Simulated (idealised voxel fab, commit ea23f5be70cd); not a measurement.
Process module heading - voxel lift off
The cross-section on display is named cut; it measures 280 nm wide, and its cells are 5 nm squares.
In what follows, cross-sections appear as grids of square cells, described through bands that run from the top down, where every band is one or more rows of cells. Heads up on the band format: heights come first, top then bottom, in nm. After that it's the materials left to right, each with its width in nm. A single material flagged "full width" fills the whole band edge to edge, and "empty" means there's empty space there. Heights from 0 (as-received wafer is one material below). Bottom band endless downward, as "top 0, no bottom". Note: "30->40" means the width goes from the first number (top row of the band) to the second number (bottom row) in equal steps per row of cells. It should be understood that the words "nothing different", when stated for a given step, signify that the cross-section underwent no change in any of its cells during that step. Under "Sealed voids" you'll find the enclosed gaps, the ones with no way out to the top, that are 8 cells or bigger; each reads width x height at distance, with distance counted from the left edge, everything in nm. It should be noted that, on the line of a given step, the content following the step's settings is a remark produced by the simulator itself with respect to that step. overlay nm: where the mask lay relative to plan, measured to the right, on steps with a mask; negatives go left.
[The planned process steps are enumerated hereunder]
step 1: RECEIVE, material Si
step 2: CONFORMAL_DEP, material SiO2, thk nm 10
step 3: PATTERN, tone open, mask id LINES, material resist, width nm 25, pitch nm 40, thk nm 20, overlay nm 0
step 4: DIRECTIONAL_DEP, material Ru, thk nm 5
step 5: STRIP, etch materials resist
step 6: CONFORMAL_DEP, material SiCN, thk nm 5
[First of the two wafers, run per plan]
[Wafer at receipt (post step 1), cross-section]
> top 0, no bottom | Si full width
> Sealed voids: none
[Sectional view: wafer, after step 2]
> top 10, bottom 0 | SiO2 full width
> Nothing below the height 0 has changed.
[Sectional view: wafer, after step 3]
> top 30, bottom 10 | resist=105; empty=25; resist=15; empty=25; resist=110
> Nothing below the height 10 has changed.
[Sectional view: wafer, after step 4]
> top 35, bottom 30 | Ru=105; empty=25; Ru=15; empty=25; Ru=110
> top 30, bottom 15 | resist=105; empty=25; resist=15; empty=25; resist=110
> top 15, bottom 10 | resist=105; Ru=25; resist=15; Ru=25; resist=110
> Nothing below the height 10 has changed.
[Sectional view: wafer, after step 5]
> top 15, bottom 10 | empty=105; Ru=25; empty=15; Ru=25; empty=110
> Nothing below the height 10 has changed.
[Sectional view: wafer, after step 6]
> top 20, bottom 15 | empty=100; SiCN=35; empty=5; SiCN=35; empty=105
> top 15, bottom 10 | SiCN=105; Ru=25; SiCN=15; Ru=25; SiCN=110
> Nothing below the height 10 has changed.
[The second wafer began exactly as the first did and followed the same plan, but one mistake was made while running it; through step 2 inclusive, the two wafers are identical]
[X-section, second wafer, when step 3 was due to finish]
> top 30, bottom 10 | resist=110; empty=25; resist=15; empty=25; resist=105
> Nothing below the height 10 has changed.
[X-section, second wafer, when step 4 was due to finish]
> top 35, bottom 30 | Ru=110; empty=25; Ru=15; empty=25; Ru=105
> top 30, bottom 15 | resist=110; empty=25; resist=15; empty=25; resist=105
> top 15, bottom 10 | resist=110; Ru=25; resist=15; Ru=25; resist=105
> Nothing below the height 10 has changed.
[X-section, second wafer, when step 5 was due to finish]
> top 15, bottom 10 | empty=110; Ru=25; empty=15; Ru=25; empty=105
> Nothing below the height 10 has changed.
[X-section, second wafer, when step 6 was due to finish]
> top 20, bottom 15 | empty=105; SiCN=35; empty=5; SiCN=35; empty=100
> top 15, bottom 10 | SiCN=110; Ru=25; SiCN=15; Ru=25; SiCN=105
> Nothing below the height 10 has changed.
So what did we get wrong on this run? step 3 did not use the planned setting and instead ran as PATTERN, tone open, mask id LINES, material resist, width nm 25, pitch nm 40, thk nm 20, overlay nm 5
Final wafers compared: equal cell tally per material, rearranged layout.
